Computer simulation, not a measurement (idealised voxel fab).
process module | voxel released beams
cross-section cut | 285 nm wide | cells 5 nm
A cross-section is a grid of square cells, given in bands from the top down. A band is one or more rows of cells.
Each band's line starts with the height of the band's top and of its bottom, in nm. Then come its materials from left to right, each with its width in nm. One material with "throughout" fills the band from edge to edge. "air" is empty space.
Height 0 is the level under which the wafer as received is all one material. The lowest band goes on downwards, as in "0 down".
A width such as "30 to 40" changes by the same amount from each row of cells to the next, from the band's top row to its bottom row.
"no change" after a step means that no cell of the cross-section changed.
closed voids: empty space of 8 cells or more with no open way to the top, each as width x height at its distance from the left edge, in nm
after a step's settings: what the simulator itself notes on the step
overlay nm, on a step with a mask: how far to the right of its planned place the mask lay; to the left if negative
plan
1 op RECEIVE | material Si
2 op CONFORMAL_DEP | material Al2O3 | thk nm 5
3 op DIRECTIONAL_DEP | material SiO2 | thk nm 20
4 op PATTERN | tone open | mask id ANCHOR | material resist | width nm 35 | thk nm 20 | overlay nm 0
5 op DIRECTIONAL_ETCH | etch materials SiO2 | depth nm 20
6 op STRIP | etch materials resist
7 op CONFORMAL_DEP | material SiN | thk nm 15
8 op MASKED_ETCH | tone cover | mask id BEAM | width nm 85 | etch materials SiN | depth nm 15 | overlay nm 0
9 op STRIP | etch materials SiO2
as received, after step 1
  0 down: Si throughout
  closed voids: none
a wafer at the end: this start, this plan, one mistake
  40 to 25: air 95 | SiN 85 | air 105
  25 to 20: Al2O3 throughout
  20 to 0: SiO2 throughout
  0 down: Si throughout
  closed voids: none
what went wrong: steps 2 and 3 were swapped
